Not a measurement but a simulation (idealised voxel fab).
Process module, titled voxel self aligned contacts
Cross-section cut spans 290 nm and uses square cells 5 nm in size.
Cross-section = grid of square cells, listed top down in bands; band = one or more rows. The entry gives the band's vertical extent as a top height and a bottom height in nm, then its horizontal make-up as materials from left to right, each with a width in nm. "air" stands for empty space; a single material marked "everywhere" fills the band edge to edge. Note: height 0 marks the level under which the wafer is uniformly one material as received. Lowest band unbounded below, written "0..down". When a width is written as two numbers, as in "30..40", the first number is the width in the top row of cells of the band and the second is the width in its bottom row, and the width changes by the same amount from each row to the next. Take "no change" at face value: in the step it is given for, the cross-section changed in none of its cells. So "Closed void listing" is basically the list of trapped voids: any empty space of 8 cells or more that can't reach the top through an opening. They're written width x height at distance, the distance being from the left edge, and it's all nm. Step line, after settings: the simulator's comment on this step. overlay nm: mask right of planned place by this much (step with mask). Neg. = left.
[Set out below are the planned steps of the process]
1 RECEIVE with material Si
2 CONFORMAL_DEP with material SiO2, thk nm 5
3 DIRECTIONAL_DEP with material polySi, thk nm 20
4 DIRECTIONAL_DEP with material SiN, thk nm 25
5 DIRECTIONAL_DEP with material aC, thk nm 15
6 PATTERN with tone cover, mask id GATE, material resist, width nm 30, pitch nm 65, thk nm 35, overlay nm 0
7 DIRECTIONAL_ETCH with etch materials aC, depth nm 15
8 STRIP with etch materials resist
9 DIRECTIONAL_ETCH with etch materials SiN, depth nm 25
10 DIRECTIONAL_ETCH with etch materials polySi, depth nm 20
11 STRIP with etch materials aC
12 CONFORMAL_DEP with material SiN, thk nm 10
13 DIRECTIONAL_ETCH with etch materials SiN, depth nm 10
14 FILL_DEP with material SiO2, thk nm 15
15 CMP with height nm 60
16 DIRECTIONAL_DEP with material aC, thk nm 10
17 PATTERN with tone open, mask id CONTACT, material resist, width nm 45, pitch nm 65, thk nm 25, overlay nm 0
18 DIRECTIONAL_ETCH with etch materials aC, depth nm 10
19 STRIP with etch materials resist
20 DIRECTIONAL_ETCH with etch materials SiO2, depth nm 60
21 STRIP with etch materials aC
22 CONFORMAL_DEP with material TiN, thk nm 5
23 FILL_DEP with material Ru, thk nm 10
24 CMP with height nm 60
25 CONFORMAL_DEP with material SiN, thk nm 5
[So, the first of our two wafers, run just as we planned it]
[Received-state cross-section, reflecting completion of step 1]
    0..down  Si everywhere
    Closed void listing: none
[Cross-section of the wafer subsequent to step 2]
    5..0  SiO2 everywhere
    Lower than 0, everything is as it was.
[Cross-section of the wafer subsequent to step 3]
    25..5  polySi everywhere
    Lower than 5, everything is as it was.
[Cross-section of the wafer subsequent to step 4]
    50..25  SiN everywhere
    Lower than 25, everything is as it was.
[Cross-section of the wafer subsequent to step 5]
    65..50  aC everywhere
    Lower than 50, everything is as it was.
[Cross-section of the wafer subsequent to step 6]
    100..65  air: 65 | resist: 30 | air: 35 | resist: 30 | air: 35 | resist: 30 | air: 65
    Lower than 65, everything is as it was.
[Cross-section of the wafer subsequent to step 7]
    85..65  air: 65 | resist: 30 | air: 35 | resist: 30 | air: 35 | resist: 30 | air: 65
    65..50  air: 65 | aC: 30 | air: 35 | aC: 30 | air: 35 | aC: 30 | air: 65
    Lower than 50, everything is as it was.
[Cross-section of the wafer subsequent to step 8]
    65..50  air: 65 | aC: 30 | air: 35 | aC: 30 | air: 35 | aC: 30 | air: 65
    Lower than 50, everything is as it was.
[Cross-section of the wafer subsequent to step 9]
    65..50  air: 65 | aC: 30 | air: 35 | aC: 30 | air: 35 | aC: 30 | air: 65
    50..25  air: 65 | SiN: 30 | air: 35 | SiN: 30 | air: 35 | SiN: 30 | air: 65
    Lower than 25, everything is as it was.
[Cross-section of the wafer subsequent to step 10]
    65..50  air: 65 | aC: 30 | air: 35 | aC: 30 | air: 35 | aC: 30 | air: 65
    50..25  air: 65 | SiN: 30 | air: 35 | SiN: 30 | air: 35 | SiN: 30 | air: 65
    25..5  air: 65 | polySi: 30 | air: 35 | polySi: 30 | air: 35 | polySi: 30 | air: 65
    Lower than 5, everything is as it was.
[Cross-section of the wafer subsequent to step 11]
    50..25  air: 65 | SiN: 30 | air: 35 | SiN: 30 | air: 35 | SiN: 30 | air: 65
    Lower than 25, everything is as it was.
[Cross-section of the wafer subsequent to step 12]
    60..25  air: 55 | SiN: 50 | air: 15 | SiN: 50 | air: 15 | SiN: 50 | air: 55
    25..15  air: 55 | SiN: 10 | polySi: 30 | SiN: 10 | air: 15 | SiN: 10 | polySi: 30 | SiN: 10 | air: 15 | SiN: 10 | polySi: 30 | SiN: 10 | air: 55
    15..5  SiN: 65 | polySi: 30 | SiN: 35 | polySi: 30 | SiN: 35 | polySi: 30 | SiN: 65
    Lower than 5, everything is as it was.
[Cross-section of the wafer subsequent to step 13]
    50..25  air: 55 | SiN: 50 | air: 15 | SiN: 50 | air: 15 | SiN: 50 | air: 55
    25..5  air: 55 | SiN: 10 | polySi: 30 | SiN: 10 | air: 15 | SiN: 10 | polySi: 30 | SiN: 10 | air: 15 | SiN: 10 | polySi: 30 | SiN: 10 | air: 55
    Lower than 5, everything is as it was.
[Cross-section of the wafer subsequent to step 14]
    65..50  SiO2 everywhere
    50..25  SiO2: 55 | SiN: 50 | SiO2: 15 | SiN: 50 | SiO2: 15 | SiN: 50 | SiO2: 55
    25..5  SiO2: 55 | SiN: 10 | polySi: 30 | SiN: 10 | SiO2: 15 | SiN: 10 | polySi: 30 | SiN: 10 | SiO2: 15 | SiN: 10 | polySi: 30 | SiN: 10 | SiO2: 55
    Lower than 5, everything is as it was.
[Cross-section of the wafer subsequent to step 15]
    60..50  SiO2 everywhere
    Lower than 50, everything is as it was.
[Cross-section of the wafer subsequent to step 16]
    70..60  aC everywhere
    Lower than 60, everything is as it was.
[Cross-section of the wafer subsequent to step 17]
    95..70  resist: 90 | air: 45 | resist: 20 | air: 45 | resist: 90
    Lower than 70, everything is as it was.
[Cross-section of the wafer subsequent to step 18]
    85..70  resist: 90 | air: 45 | resist: 20 | air: 45 | resist: 90
    70..60  aC: 90 | air: 45 | aC: 20 | air: 45 | aC: 90
    Lower than 60, everything is as it was.
[Cross-section of the wafer subsequent to step 19]
    70..60  aC: 90 | air: 45 | aC: 20 | air: 45 | aC: 90
    Lower than 60, everything is as it was.
[Cross-section of the wafer subsequent to step 20]
    70..60  aC: 90 | air: 45 | aC: 20 | air: 45 | aC: 90
    60..50  SiO2: 90 | air: 45 | SiO2: 20 | air: 45 | SiO2: 90
    50..25  SiO2: 55 | SiN: 50 | air: 15 | SiN: 50 | air: 15 | SiN: 50 | SiO2: 55
    25..5  SiO2: 55 | SiN: 10 | polySi: 30 | SiN: 10 | air: 15 | SiN: 10 | polySi: 30 | SiN: 10 | air: 15 | SiN: 10 | polySi: 30 | SiN: 10 | SiO2: 55
    5..0  SiO2: 105 | air: 15 | SiO2: 50 | air: 15 | SiO2: 105
    Lower than 0, everything is as it was.
[Cross-section of the wafer subsequent to step 21]
    60..50  SiO2: 90 | air: 45 | SiO2: 20 | air: 45 | SiO2: 90
    Lower than 50, everything is as it was.
[Cross-section of the wafer subsequent to step 22]
    65..60  TiN: 95 | air: 35 | TiN: 30 | air: 35 | TiN: 95
    60..50  SiO2: 90 | TiN: 5..20 | air: 35..5 | TiN: 5..20 | SiO2: 20 | TiN: 5..20 | air: 35..5 | TiN: 5..20 | SiO2: 90
    50..25  SiO2: 55 | SiN: 50 | TiN: 5 | air: 5 | TiN: 5 | SiN: 50 | TiN: 5 | air: 5 | TiN: 5 | SiN: 50 | SiO2: 55
    25..5  SiO2: 55 | SiN: 10 | polySi: 30 | SiN: 10 | TiN: 5 | air: 5 | TiN: 5 | SiN: 10 | polySi: 30 | SiN: 10 | TiN: 5 | air: 5 | TiN: 5 | SiN: 10 | polySi: 30 | SiN: 10 | SiO2: 55
    5..0  SiO2: 105 | TiN: 15 | SiO2: 50 | TiN: 15 | SiO2: 105
    Lower than 0, everything is as it was.
[Cross-section of the wafer subsequent to step 23]
    75..65  Ru everywhere
    65..60  TiN: 95 | Ru: 35 | TiN: 30 | Ru: 35 | TiN: 95
    60..50  SiO2: 90 | TiN: 5..20 | Ru: 35..5 | TiN: 5..20 | SiO2: 20 | TiN: 5..20 | Ru: 35..5 | TiN: 5..20 | SiO2: 90
    50..25  SiO2: 55 | SiN: 50 | TiN: 5 | Ru: 5 | TiN: 5 | SiN: 50 | TiN: 5 | Ru: 5 | TiN: 5 | SiN: 50 | SiO2: 55
    25..5  SiO2: 55 | SiN: 10 | polySi: 30 | SiN: 10 | TiN: 5 | Ru: 5 | TiN: 5 | SiN: 10 | polySi: 30 | SiN: 10 | TiN: 5 | Ru: 5 | TiN: 5 | SiN: 10 | polySi: 30 | SiN: 10 | SiO2: 55
    Lower than 5, everything is as it was.
[Cross-section of the wafer subsequent to step 24]
    60..50  SiO2: 90 | TiN: 5..20 | Ru: 35..5 | TiN: 5..20 | SiO2: 20 | TiN: 5..20 | Ru: 35..5 | TiN: 5..20 | SiO2: 90
    Lower than 50, everything is as it was.
[Cross-section of the wafer subsequent to step 25]
    65..60  SiN everywhere
    Lower than 60, everything is as it was.
[What follows concerns the second wafer, which started out like the first and was meant to follow the very same plan; one mistake crept in when it was run, but everything up to and including step 16 is the same as for the first wafer]
[Second wafer profile in section, at the moment step 17 of the plan was meant to be complete]
    95..70  air: 90 | resist: 45 | air: 20 | resist: 45 | air: 90
    Lower than 70, everything is as it was.
[Second wafer profile in section, at the moment step 18 of the plan was meant to be complete]
    85..70  air: 90 | resist: 45 | air: 20 | resist: 45 | air: 90
    70..60  air: 90 | aC: 45 | air: 20 | aC: 45 | air: 90
    Lower than 60, everything is as it was.
[Second wafer profile in section, at the moment step 19 of the plan was meant to be complete]
    70..60  air: 90 | aC: 45 | air: 20 | aC: 45 | air: 90
    Lower than 60, everything is as it was.
[Second wafer profile in section, at the moment step 20 of the plan was meant to be complete]
    70..60  air: 90 | aC: 45 | air: 20 | aC: 45 | air: 90
    60..50  air: 90 | SiO2: 45 | air: 20 | SiO2: 45 | air: 90
    50..25  air: 55 | SiN: 50 | SiO2: 15 | SiN: 50 | SiO2: 15 | SiN: 50 | air: 55
    25..5  air: 55 | SiN: 10 | polySi: 30 | SiN: 10 | SiO2: 15 | SiN: 10 | polySi: 30 | SiN: 10 | SiO2: 15 | SiN: 10 | polySi: 30 | SiN: 10 | air: 55
    5..0  air: 55 | SiO2: 180 | air: 55
    Lower than 0, everything is as it was.
[Second wafer profile in section, at the moment step 21 of the plan was meant to be complete]
    60..50  air: 90 | SiO2: 45 | air: 20 | SiO2: 45 | air: 90
    Lower than 50, everything is as it was.
[Second wafer profile in section, at the moment step 22 of the plan was meant to be complete]
    65..60  air: 85 | TiN: 55 | air: 10 | TiN: 55 | air: 85
    60..55  air: 85 | TiN: 5 | SiO2: 45 | TiN: 5 | air: 10 | TiN: 5 | SiO2: 45 | TiN: 5 | air: 85
    55..50  air: 50 | TiN: 40 | SiO2: 45 | TiN: 20 | SiO2: 45 | TiN: 40 | air: 50
    50..25  air: 50 | TiN: 5 | SiN: 50 | SiO2: 15 | SiN: 50 | SiO2: 15 | SiN: 50 | TiN: 5 | air: 50
    25..5  air: 50 | TiN: 5 | SiN: 10 | polySi: 30 | SiN: 10 | SiO2: 15 | SiN: 10 | polySi: 30 | SiN: 10 | SiO2: 15 | SiN: 10 | polySi: 30 | SiN: 10 | TiN: 5 | air: 50
    5..0  TiN: 55 | SiO2: 180 | TiN: 55
    Lower than 0, everything is as it was.
[Second wafer profile in section, at the moment step 23 of the plan was meant to be complete]
    75..65  Ru everywhere
    65..60  Ru: 85 | TiN: 55 | Ru: 10 | TiN: 55 | Ru: 85
    60..55  Ru: 85 | TiN: 5 | SiO2: 45 | TiN: 5 | Ru: 10 | TiN: 5 | SiO2: 45 | TiN: 5 | Ru: 85
    55..50  Ru: 50 | TiN: 40 | SiO2: 45 | TiN: 20 | SiO2: 45 | TiN: 40 | Ru: 50
    50..25  Ru: 50 | TiN: 5 | SiN: 50 | SiO2: 15 | SiN: 50 | SiO2: 15 | SiN: 50 | TiN: 5 | Ru: 50
    25..5  Ru: 50 | TiN: 5 | SiN: 10 | polySi: 30 | SiN: 10 | SiO2: 15 | SiN: 10 | polySi: 30 | SiN: 10 | SiO2: 15 | SiN: 10 | polySi: 30 | SiN: 10 | TiN: 5 | Ru: 50
    Lower than 5, everything is as it was.
[Second wafer profile in section, at the moment step 24 of the plan was meant to be complete]
    60..55  Ru: 85 | TiN: 5 | SiO2: 45 | TiN: 5 | Ru: 10 | TiN: 5 | SiO2: 45 | TiN: 5 | Ru: 85
    Lower than 55, everything is as it was.
[Second wafer profile in section, at the moment step 25 of the plan was meant to be complete]
    65..60  SiN everywhere
    Lower than 60, everything is as it was.
Against the plan, the run slipped here: step 17 did not happen as planned, as run it was PATTERN with tone cover, mask id CONTACT, material resist, width nm 45, pitch nm 65, thk nm 25, overlay nm 0
Counted in cells at the end, the second wafer holds more or fewer of these materials than the first: Ru: 202 more, SiO2: 204 fewer, TiN: 2 more
